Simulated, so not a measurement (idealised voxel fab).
This section sets out a process module, namely voxel gate over fins.
265 nm wide, 5 nm square cells: that's cross-section cut.
Cross-sections here: square-cell grids, written as top-down lists of bands, a band being one or more rows of cells. For a band, the entry starts with two heights in nm, that of the top and then that of the bottom, and carries on with the band's materials in order from left to right, each alongside its width in nm; the word "full width" beside a single material means it fills the band edge to edge, and "blank" means empty space. Heights are measured from 0, the level below which the as-received wafer is all one material; the lowest band has no bottom and continues downward, written as in "z 0 and below". The width entry "30->40" should be interpreted row by row: the top row of cells in the band takes the first number, the bottom row takes the second number, and the change between adjacent rows is uniform throughout. "nothing was modified" for a step: no cell of the cross-section changed in that step. Entry "Sealed internal cavities". Content: empty spaces with no open connection to the top, size 8 cells or greater. Each: width x height at distance. Distance: from left edge. Unit: nm. Past the settings on a step's line: simulator remark, on that step. overlay nm: mask right of planned place by this much (step with mask). Neg. = left.

**Here's what the planned process steps look like**
1 RECEIVE,material Si
2 CONFORMAL_DEP,material SiN,thk nm 10
3 MASKED_ETCH,tone cover,mask id FINS,width nm 15,pitch nm 45,etch materials SiN,depth nm 10,overlay nm 0
4 MASKED_ETCH,tone cover,mask id FINS,width nm 15,pitch nm 45,etch materials Si,depth nm 30,overlay nm 0
5 OXIDIZE,depth nm 5
6 FILL_DEP,material SiO2,thk nm 5
7 CMP,height nm 10
8 SELECTIVE_ETCH,etch materials SiO2,depth nm 25
9 STRIP,etch materials SiN
10 CONFORMAL_DEP,material HfO2,thk nm 5
11 CONFORMAL_DEP,material TiN,thk nm 5
12 CONFORMAL_DEP,material TiAl,thk nm 5
13 CONFORMAL_DEP,material TiN,thk nm 5
14 FILL_DEP,material W,thk nm 10
15 CMP,height nm 25
16 CONFORMAL_DEP,material SiCN,thk nm 10

**This is the cross-section of the wafer as we received it, i.e. after step 1**
> z 0 and below | Si full width
> Sealed internal cavities: none

**The cross-section shown corresponds to the wafer at the conclusion of the module. The initial structure and the process plan are those presented above; however, one mistake occurred in executing the plan**
> z 35 to 25 | SiCN full width
> z 25 to 15 | W full width
> z 15 to 10 | W 45 nm, TiN 35 nm, W 10 nm, TiN 35 nm, W 10 nm, TiN 35 nm, W 10 nm, TiN 35 nm, W 50 nm
> z 10 to 5 | W 45 nm, TiN 5 nm, TiAl 25 nm, TiN 5 nm, W 10 nm, TiN 5 nm, TiAl 25 nm, TiN 5 nm, W 10 nm, TiN 5 nm, TiAl 25 nm, TiN 5 nm, W 10 nm, TiN 5 nm, TiAl 25 nm, TiN 5 nm, W 50 nm
> z 5 to 0 | W 45 nm, TiN 5 nm, TiAl 5 nm, TiN 15 nm, TiAl 5 nm, TiN 5 nm, W 10 nm, TiN 5 nm, TiAl 5 nm, TiN 15 nm, TiAl 5 nm, TiN 5 nm, W 10 nm, TiN 5 nm, TiAl 5 nm, TiN 15 nm, TiAl 5 nm, TiN 5 nm, W 10 nm, TiN 5 nm, TiAl 5 nm, TiN 15 nm, TiAl 5 nm, TiN 5 nm, W 50 nm
> z 0 to -5 | TiN 50 nm, TiAl 5 nm, TiN 5 nm, Si 5 nm, TiN 5 nm, TiAl 5 nm, TiN 20 nm, TiAl 5 nm, TiN 5 nm, Si 5 nm, TiN 5 nm, TiAl 5 nm, TiN 20 nm, TiAl 5 nm, TiN 5 nm, Si 5 nm, TiN 5 nm, TiAl 5 nm, TiN 20 nm, TiAl 5 nm, TiN 5 nm, Si 5 nm, TiN 5 nm, TiAl 5 nm, TiN 55 nm
> z -5 to -10 | TiAl 55 nm, TiN 5 nm, Si 5 nm, TiN 5 nm, TiAl 30 nm, TiN 5 nm, Si 5 nm, TiN 5 nm, TiAl 30 nm, TiN 5 nm, Si 5 nm, TiN 5 nm, TiAl 30 nm, TiN 5 nm, Si 5 nm, TiN 5 nm, TiAl 60 nm
> z -10 to -15 | TiN 60 nm, Si 5 nm, TiN 40 nm, Si 5 nm, TiN 40 nm, Si 5 nm, TiN 40 nm, Si 5 nm, TiN 65 nm
> z -15 to -35 | SiO2 60 nm, Si 5 nm, SiO2 40 nm, Si 5 nm, SiO2 40 nm, Si 5 nm, SiO2 40 nm, Si 5 nm, SiO2 65 nm
> z -35 and below | Si full width
> Sealed internal cavities: none
The mistake made against the process plan was this: with respect to the plan, step 10 was omitted and not executed
